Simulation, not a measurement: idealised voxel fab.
The document below concerns the process module designated voxel trench capacitor.
Displayed cross-section: cut, width of 245 nm, square cells sized 5 nm.
Just so we're on the same page, the cross-sections are grids of square cells, and they're listed out in bands top to bottom, each band one or more rows deep.
Band entry format. Leading values: height of top, height of bottom, nm. Remainder: materials in left-to-right order, each with its width in nm. Special words: "edge to edge" on a single material, which then fills the band edge to edge; "empty", empty space.
Heights are reckoned from 0. Under this level, the received wafer is all of one material. The bottommost band is open-ended downward, for example "0 and below".
Quick explanation for "30 to 40": the width changes in equal steps down the rows of cells, from the first number in the band's top row to the second number in its bottom row.
No cell of the cross-section changed in a step that is given as "changes: none".
For the entry "Sealed internal voids", the listed items are empty spaces with no open way to the top whose size is 8 cells or more; each item follows the pattern width x height at distance, where distance is from the left edge and all three are in nm.
Whatever follows a step's settings on its line is a remark the simulator itself makes about that step.
A step line may carry the setting "overlay nm", which, for steps involving a mask, states the distance by which the mask lay to the right of its intended position; negative values denote displacement to the left.
List of planned process steps
1. RECEIVE,material Si
2. CONFORMAL_DEP,material SiN,thk nm 5
3. PATTERN,tone open,mask id TRENCH,material resist,width nm 30,pitch nm 45,thk nm 15,overlay nm 0
4. DIRECTIONAL_ETCH,etch materials SiN,depth nm 5
5. DIRECTIONAL_ETCH,etch materials Si,depth nm 40
6. STRIP,etch materials resist
7. CONFORMAL_DEP,material HfO2,thk nm 5
8. CONFORMAL_DEP,material TiN,thk nm 5
9. FILL_DEP,material W,thk nm 5
10. CMP,height nm 5
First of two wafers - as planned
The cross-section here shows the wafer as received, i.e. in its state after step 1
	0 and below | Si edge to edge
	Sealed internal voids: none
The wafer, seen in cross-section, after step 2
	5 down to 0 | SiN edge to edge
	Rest of section, below 0: as before.
The wafer, seen in cross-section, after step 3
	20 down to 5 | resist 40 nm; empty 30 nm; resist 15 nm; empty 30 nm; resist 15 nm; empty 30 nm; resist 15 nm; empty 30 nm; resist 40 nm
	Rest of section, below 5: as before.
The wafer, seen in cross-section, after step 4
	20 down to 5 | resist 40 nm; empty 30 nm; resist 15 nm; empty 30 nm; resist 15 nm; empty 30 nm; resist 15 nm; empty 30 nm; resist 40 nm
	5 down to 0 | SiN 40 nm; empty 30 nm; SiN 15 nm; empty 30 nm; SiN 15 nm; empty 30 nm; SiN 15 nm; empty 30 nm; SiN 40 nm
	Rest of section, below 0: as before.
The wafer, seen in cross-section, after step 5
	20 down to 5 | resist 40 nm; empty 30 nm; resist 15 nm; empty 30 nm; resist 15 nm; empty 30 nm; resist 15 nm; empty 30 nm; resist 40 nm
	5 down to 0 | SiN 40 nm; empty 30 nm; SiN 15 nm; empty 30 nm; SiN 15 nm; empty 30 nm; SiN 15 nm; empty 30 nm; SiN 40 nm
	0 down to -40 | Si 40 nm; empty 30 nm; Si 15 nm; empty 30 nm; Si 15 nm; empty 30 nm; Si 15 nm; empty 30 nm; Si 40 nm
	Rest of section, below -40: as before.
The wafer, seen in cross-section, after step 6
	5 down to 0 | SiN 40 nm; empty 30 nm; SiN 15 nm; empty 30 nm; SiN 15 nm; empty 30 nm; SiN 15 nm; empty 30 nm; SiN 40 nm
	Rest of section, below 0: as before.
The wafer, seen in cross-section, after step 7
	10 down to 5 | HfO2 45 nm; empty 20 nm; HfO2 25 nm; empty 20 nm; HfO2 25 nm; empty 20 nm; HfO2 25 nm; empty 20 nm; HfO2 45 nm
	5 down to 0 | SiN 40 nm; HfO2 5 nm; empty 20 nm; HfO2 5 nm; SiN 15 nm; HfO2 5 nm; empty 20 nm; HfO2 5 nm; SiN 15 nm; HfO2 5 nm; empty 20 nm; HfO2 5 nm; SiN 15 nm; HfO2 5 nm; empty 20 nm; HfO2 5 nm; SiN 40 nm
	0 down to -35 | Si 40 nm; HfO2 5 nm; empty 20 nm; HfO2 5 nm; Si 15 nm; HfO2 5 nm; empty 20 nm; HfO2 5 nm; Si 15 nm; HfO2 5 nm; empty 20 nm; HfO2 5 nm; Si 15 nm; HfO2 5 nm; empty 20 nm; HfO2 5 nm; Si 40 nm
	-35 down to -40 | Si 40 nm; HfO2 30 nm; Si 15 nm; HfO2 30 nm; Si 15 nm; HfO2 30 nm; Si 15 nm; HfO2 30 nm; Si 40 nm
	Rest of section, below -40: as before.
The wafer, seen in cross-section, after step 8
	15 down to 10 | TiN 50 nm; empty 10 nm; TiN 35 nm; empty 10 nm; TiN 35 nm; empty 10 nm; TiN 35 nm; empty 10 nm; TiN 50 nm
	10 down to 5 | HfO2 45 nm; TiN 5 nm; empty 10 nm; TiN 5 nm; HfO2 25 nm; TiN 5 nm; empty 10 nm; TiN 5 nm; HfO2 25 nm; TiN 5 nm; empty 10 nm; TiN 5 nm; HfO2 25 nm; TiN 5 nm; empty 10 nm; TiN 5 nm; HfO2 45 nm
	5 down to 0 | SiN 40 nm; HfO2 5 nm; TiN 5 nm; empty 10 nm; TiN 5 nm; HfO2 5 nm; SiN 15 nm; HfO2 5 nm; TiN 5 nm; empty 10 nm; TiN 5 nm; HfO2 5 nm; SiN 15 nm; HfO2 5 nm; TiN 5 nm; empty 10 nm; TiN 5 nm; HfO2 5 nm; SiN 15 nm; HfO2 5 nm; TiN 5 nm; empty 10 nm; TiN 5 nm; HfO2 5 nm; SiN 40 nm
	0 down to -30 | Si 40 nm; HfO2 5 nm; TiN 5 nm; empty 10 nm; TiN 5 nm; HfO2 5 nm; Si 15 nm; HfO2 5 nm; TiN 5 nm; empty 10 nm; TiN 5 nm; HfO2 5 nm; Si 15 nm; HfO2 5 nm; TiN 5 nm; empty 10 nm; TiN 5 nm; HfO2 5 nm; Si 15 nm; HfO2 5 nm; TiN 5 nm; empty 10 nm; TiN 5 nm; HfO2 5 nm; Si 40 nm
	-30 down to -35 | Si 40 nm; HfO2 5 nm; TiN 20 nm; HfO2 5 nm; Si 15 nm; HfO2 5 nm; TiN 20 nm; HfO2 5 nm; Si 15 nm; HfO2 5 nm; TiN 20 nm; HfO2 5 nm; Si 15 nm; HfO2 5 nm; TiN 20 nm; HfO2 5 nm; Si 40 nm
	Rest of section, below -35: as before.
The wafer, seen in cross-section, after step 9
	20 down to 15 | W edge to edge
	15 down to 10 | TiN 50 nm; W 10 nm; TiN 35 nm; W 10 nm; TiN 35 nm; W 10 nm; TiN 35 nm; W 10 nm; TiN 50 nm
	10 down to 5 | HfO2 45 nm; TiN 5 nm; W 10 nm; TiN 5 nm; HfO2 25 nm; TiN 5 nm; W 10 nm; TiN 5 nm; HfO2 25 nm; TiN 5 nm; W 10 nm; TiN 5 nm; HfO2 25 nm; TiN 5 nm; W 10 nm; TiN 5 nm; HfO2 45 nm
	5 down to 0 | SiN 40 nm; HfO2 5 nm; TiN 5 nm; W 10 nm; TiN 5 nm; HfO2 5 nm; SiN 15 nm; HfO2 5 nm; TiN 5 nm; W 10 nm; TiN 5 nm; HfO2 5 nm; SiN 15 nm; HfO2 5 nm; TiN 5 nm; W 10 nm; TiN 5 nm; HfO2 5 nm; SiN 15 nm; HfO2 5 nm; TiN 5 nm; W 10 nm; TiN 5 nm; HfO2 5 nm; SiN 40 nm
	0 down to -30 | Si 40 nm; HfO2 5 nm; TiN 5 nm; W 10 nm; TiN 5 nm; HfO2 5 nm; Si 15 nm; HfO2 5 nm; TiN 5 nm; W 10 nm; TiN 5 nm; HfO2 5 nm; Si 15 nm; HfO2 5 nm; TiN 5 nm; W 10 nm; TiN 5 nm; HfO2 5 nm; Si 15 nm; HfO2 5 nm; TiN 5 nm; W 10 nm; TiN 5 nm; HfO2 5 nm; Si 40 nm
	Rest of section, below -30: as before.
The wafer, seen in cross-section, after step 10
	5 down to 0 | SiN 40 nm; HfO2 5 nm; TiN 5 nm; W 10 nm; TiN 5 nm; HfO2 5 nm; SiN 15 nm; HfO2 5 nm; TiN 5 nm; W 10 nm; TiN 5 nm; HfO2 5 nm; SiN 15 nm; HfO2 5 nm; TiN 5 nm; W 10 nm; TiN 5 nm; HfO2 5 nm; SiN 15 nm; HfO2 5 nm; TiN 5 nm; W 10 nm; TiN 5 nm; HfO2 5 nm; SiN 40 nm
	Rest of section, below 0: as before.
Wafer two: like wafer one in start and plan, but with one mistake in execution; identical up to and including step 2
The second wafer cut through, at the time step 3 was supposed to be finished
	20 down to 5 | resist 45 nm; empty 20 nm; resist 25 nm; empty 20 nm; resist 25 nm; empty 20 nm; resist 25 nm; empty 20 nm; resist 45 nm
	Rest of section, below 5: as before.
The second wafer cut through, at the time step 4 was supposed to be finished
	20 down to 5 | resist 45 nm; empty 20 nm; resist 25 nm; empty 20 nm; resist 25 nm; empty 20 nm; resist 25 nm; empty 20 nm; resist 45 nm
	5 down to 0 | SiN 45 nm; empty 20 nm; SiN 25 nm; empty 20 nm; SiN 25 nm; empty 20 nm; SiN 25 nm; empty 20 nm; SiN 45 nm
	Rest of section, below 0: as before.
The second wafer cut through, at the time step 5 was supposed to be finished
	20 down to 5 | resist 45 nm; empty 20 nm; resist 25 nm; empty 20 nm; resist 25 nm; empty 20 nm; resist 25 nm; empty 20 nm; resist 45 nm
	5 down to 0 | SiN 45 nm; empty 20 nm; SiN 25 nm; empty 20 nm; SiN 25 nm; empty 20 nm; SiN 25 nm; empty 20 nm; SiN 45 nm
	0 down to -40 | Si 45 nm; empty 20 nm; Si 25 nm; empty 20 nm; Si 25 nm; empty 20 nm; Si 25 nm; empty 20 nm; Si 45 nm
	Rest of section, below -40: as before.
The second wafer cut through, at the time step 6 was supposed to be finished
	5 down to 0 | SiN 45 nm; empty 20 nm; SiN 25 nm; empty 20 nm; SiN 25 nm; empty 20 nm; SiN 25 nm; empty 20 nm; SiN 45 nm
	Rest of section, below 0: as before.
The second wafer cut through, at the time step 7 was supposed to be finished
	10 down to 5 | HfO2 50 nm; empty 10 nm; HfO2 35 nm; empty 10 nm; HfO2 35 nm; empty 10 nm; HfO2 35 nm; empty 10 nm; HfO2 50 nm
	5 down to 0 | SiN 45 nm; HfO2 5 nm; empty 10 nm; HfO2 5 nm; SiN 25 nm; HfO2 5 nm; empty 10 nm; HfO2 5 nm; SiN 25 nm; HfO2 5 nm; empty 10 nm; HfO2 5 nm; SiN 25 nm; HfO2 5 nm; empty 10 nm; HfO2 5 nm; SiN 45 nm
	0 down to -35 | Si 45 nm; HfO2 5 nm; empty 10 nm; HfO2 5 nm; Si 25 nm; HfO2 5 nm; empty 10 nm; HfO2 5 nm; Si 25 nm; HfO2 5 nm; empty 10 nm; HfO2 5 nm; Si 25 nm; HfO2 5 nm; empty 10 nm; HfO2 5 nm; Si 45 nm
	-35 down to -40 | Si 45 nm; HfO2 20 nm; Si 25 nm; HfO2 20 nm; Si 25 nm; HfO2 20 nm; Si 25 nm; HfO2 20 nm; Si 45 nm
	Rest of section, below -40: as before.
The second wafer cut through, at the time step 8 was supposed to be finished
	15 down to 10 | TiN edge to edge
	10 down to 5 | HfO2 50 nm; TiN 10 nm; HfO2 35 nm; TiN 10 nm; HfO2 35 nm; TiN 10 nm; HfO2 35 nm; TiN 10 nm; HfO2 50 nm
	5 down to 0 | SiN 45 nm; HfO2 5 nm; TiN 10 nm; HfO2 5 nm; SiN 25 nm; HfO2 5 nm; TiN 10 nm; HfO2 5 nm; SiN 25 nm; HfO2 5 nm; TiN 10 nm; HfO2 5 nm; SiN 25 nm; HfO2 5 nm; TiN 10 nm; HfO2 5 nm; SiN 45 nm
	0 down to -35 | Si 45 nm; HfO2 5 nm; TiN 10 nm; HfO2 5 nm; Si 25 nm; HfO2 5 nm; TiN 10 nm; HfO2 5 nm; Si 25 nm; HfO2 5 nm; TiN 10 nm; HfO2 5 nm; Si 25 nm; HfO2 5 nm; TiN 10 nm; HfO2 5 nm; Si 45 nm
	Rest of section, below -35: as before.
The second wafer cut through, at the time step 9 was supposed to be finished
	20 down to 15 | W edge to edge
	Rest of section, below 15: as before.
The second wafer cut through, at the time step 10 was supposed to be finished
	5 down to 0 | SiN 45 nm; HfO2 5 nm; TiN 10 nm; HfO2 5 nm; SiN 25 nm; HfO2 5 nm; TiN 10 nm; HfO2 5 nm; SiN 25 nm; HfO2 5 nm; TiN 10 nm; HfO2 5 nm; SiN 25 nm; HfO2 5 nm; TiN 10 nm; HfO2 5 nm; SiN 45 nm
	Rest of section, below 0: as before.
What was the processing mistake? in deviation from the planned setting, step 3 was conducted as PATTERN,tone open,mask id TRENCH,material resist,width nm 20,pitch nm 45,thk nm 15,overlay nm 0
Looking at both finished wafers in cells, the second ends up ahead of or behind the first on some materials: HfO2: 8 fewer | Si: 64 more | SiN: 8 more | TiN: 8 fewer | W: 56 fewer
